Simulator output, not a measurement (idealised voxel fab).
Process module, titled voxel wiring stack
250 nm wide, 5 nm square cells: that's cross-section cut.
How to read a cross-section here: the picture is a grid of square cells, written as bands going from the top down, and any band can span one or more rows of cells. For a band, the entry starts with two heights in nm, that of the top and then that of the bottom, and carries on with the band's materials in order from left to right, each alongside its width in nm; the word "throughout" beside a single material means it fills the band edge to edge, and "empty" means empty space. Heights are measured from 0, the level below which the as-received wafer is all one material; the lowest band has no bottom and continues downward, written as in "0 and below". Quick explanation for "30 to 40": the width changes in equal steps down the rows of cells, from the first number in the band's top row to the second number in its bottom row. No cell of the cross-section changed in a step that is given as "nothing different". The label "Sealed void inventory" introduces a list of the empty spaces, 8 cells or larger, that have no open way up to the top; each entry in it reads width x height at distance, where the distance is taken from the left edge and all three are stated in nm. Formally, on a step line, whatever follows the settings is a remark that the simulator itself makes on the step. The setting "overlay nm" may be written on the line of a step. When the step uses a mask, the value reports how far to the right of the planned place the mask lay, and a negative value reports that it lay to the left.

[Steps planned for the process]
| 1 | RECEIVE: material Si |
| 2 | CONFORMAL_DEP: material SiO2, thk nm 10 |
| 3 | CONFORMAL_DEP: material SiCN, thk nm 5 |
| 4 | DIRECTIONAL_DEP: material lowk, thk nm 15 |
| 5 | DIRECTIONAL_DEP: material aC, thk nm 15 |
| 6 | PATTERN: tone open, mask id METAL_1, material resist, width nm 20, pitch nm 40, thk nm 35, overlay nm 0 |
| 7 | DIRECTIONAL_ETCH: etch materials aC, depth nm 15 |
| 8 | STRIP: etch materials resist |
| 9 | DIRECTIONAL_ETCH: etch materials lowk, depth nm 15 |
| 10 | DIRECTIONAL_ETCH: etch materials SiCN, depth nm 5 |
| 11 | STRIP: etch materials aC |
| 12 | CONFORMAL_DEP: material TiN, thk nm 5 |
| 13 | FILL_DEP: material W, thk nm 5 |
| 14 | CMP: height nm 30 |
| 15 | CONFORMAL_DEP: material SiCN, thk nm 5 |
| 16 | DIRECTIONAL_DEP: material SiO2, thk nm 10 |
| 17 | DIRECTIONAL_DEP: material aC, thk nm 10 |
| 18 | PATTERN: tone open, mask id PLUG_1, material resist, width nm 15, pitch nm 40, thk nm 30, overlay nm 0 |
| 19 | DIRECTIONAL_ETCH: etch materials aC, depth nm 10 |
| 20 | STRIP: etch materials resist |
| 21 | DIRECTIONAL_ETCH: etch materials SiO2, depth nm 10 |
| 22 | DIRECTIONAL_ETCH: etch materials SiCN, depth nm 5 |
| 23 | STRIP: etch materials aC |
| 24 | CONFORMAL_DEP: material TiN, thk nm 5 |
| 25 | FILL_DEP: material Cu, thk nm 10 |
| 26 | CMP: height nm 45 |
| 27 | CONFORMAL_DEP: material SiCN, thk nm 5 |
| 28 | DIRECTIONAL_DEP: material SiO2, thk nm 15 |
| 29 | DIRECTIONAL_DEP: material aC, thk nm 15 |
| 30 | PATTERN: tone open, mask id METAL_2, material resist, width nm 20, pitch nm 40, thk nm 35, overlay nm 0 |
| 31 | DIRECTIONAL_ETCH: etch materials aC, depth nm 15 |
| 32 | STRIP: etch materials resist |
| 33 | DIRECTIONAL_ETCH: etch materials SiO2, depth nm 15 |
| 34 | DIRECTIONAL_ETCH: etch materials SiCN, depth nm 5 |
| 35 | STRIP: etch materials aC |
| 36 | CONFORMAL_DEP: material TiN, thk nm 5 |
| 37 | FILL_DEP: material Ru, thk nm 5 |
| 38 | CMP: height nm 65 |
| 39 | CONFORMAL_DEP: material SiCN, thk nm 5 |
| 40 | DIRECTIONAL_DEP: material lowk, thk nm 35 |
| 41 | DIRECTIONAL_DEP: material aC, thk nm 10 |
| 42 | PATTERN: tone open, mask id METAL_3_HOLES, material resist, width nm 15, pitch nm 40, thk nm 25, overlay nm 0 |
| 43 | DIRECTIONAL_ETCH: etch materials aC, depth nm 10 |
| 44 | STRIP: etch materials resist |
| 45 | DIRECTIONAL_ETCH: etch materials lowk, depth nm 35 |
| 46 | STRIP: etch materials aC |
| 47 | PATTERN: tone open, mask id METAL_3, material resist, width nm 20, pitch nm 40, thk nm 20, overlay nm 0 |
| 48 | DIRECTIONAL_ETCH: etch materials lowk, depth nm 20 |
| 49 | DIRECTIONAL_ETCH: etch materials SiCN, depth nm 5 |
| 50 | STRIP: etch materials resist |
| 51 | CONFORMAL_DEP: material TiN, thk nm 5 |
| 52 | FILL_DEP: material Cu, thk nm 5 |
| 53 | CMP: height nm 105 |
| 54 | CONFORMAL_DEP: material SiN, thk nm 5 |

[Here's what the wafer looked like in cross-section when it arrived - that's after step 1]
  0 and below | Si throughout
  Sealed void inventory: none

[Cross-sectional result after module completion. Note: starting condition and plan are unchanged from above; one processing mistake was made]
  110 down to 105 | SiN throughout
  105 down to 90 | 75 nm lowk / 5 nm TiN / 15 nm Cu / 5 nm TiN / 15 nm lowk / 5 nm TiN / 15 nm Cu / 5 nm TiN / 15 nm lowk / 5 nm TiN / 15 nm Cu / 5 nm TiN / 70 nm lowk
  90 down to 85 | 75 nm lowk / 5 nm TiN / 5 nm Cu / 15 nm TiN / 15 nm lowk / 5 nm TiN / 5 nm Cu / 15 nm TiN / 15 nm lowk / 5 nm TiN / 5 nm Cu / 15 nm TiN / 70 nm lowk
  85 down to 70 | 75 nm lowk / 5 nm TiN / 5 nm Cu / 5 nm TiN / 25 nm lowk / 5 nm TiN / 5 nm Cu / 5 nm TiN / 25 nm lowk / 5 nm TiN / 5 nm Cu / 5 nm TiN / 80 nm lowk
  70 down to 65 | 75 nm SiCN / 15 nm TiN / 25 nm SiCN / 15 nm TiN / 25 nm SiCN / 15 nm TiN / 80 nm SiCN
  65 down to 50 | 75 nm SiO2 / 5 nm TiN / 10 nm Ru / 5 nm TiN / 20 nm SiO2 / 5 nm TiN / 10 nm Ru / 5 nm TiN / 20 nm SiO2 / 5 nm TiN / 10 nm Ru / 5 nm TiN / 75 nm SiO2
  50 down to 45 | 75 nm SiCN / 20 nm TiN / 20 nm SiCN / 20 nm TiN / 20 nm SiCN / 20 nm TiN / 75 nm SiCN
  45 down to 35 | 75 nm SiO2 / 5 nm TiN / 5 nm Cu / 5 nm TiN / 25 nm SiO2 / 5 nm TiN / 5 nm Cu / 5 nm TiN / 25 nm SiO2 / 5 nm TiN / 5 nm Cu / 5 nm TiN / 80 nm SiO2
  35 down to 30 | 75 nm SiCN / 15 nm TiN / 25 nm SiCN / 15 nm TiN / 25 nm SiCN / 15 nm TiN / 80 nm SiCN
  30 down to 15 | 75 nm lowk / 5 nm TiN / 10 nm W / 5 nm TiN / 20 nm lowk / 5 nm TiN / 10 nm W / 5 nm TiN / 20 nm lowk / 5 nm TiN / 10 nm W / 5 nm TiN / 75 nm lowk
  15 down to 10 | 75 nm SiCN / 20 nm TiN / 20 nm SiCN / 20 nm TiN / 20 nm SiCN / 20 nm TiN / 75 nm SiCN
  10 down to 0 | SiO2 throughout
  0 and below | Si throughout
  Sealed void inventory: none
Run error: step 47: run off-plan, actual operation and settings PATTERN: tone open, mask id METAL_3, material resist, width nm 25, pitch nm 40, thk nm 20, overlay nm 0
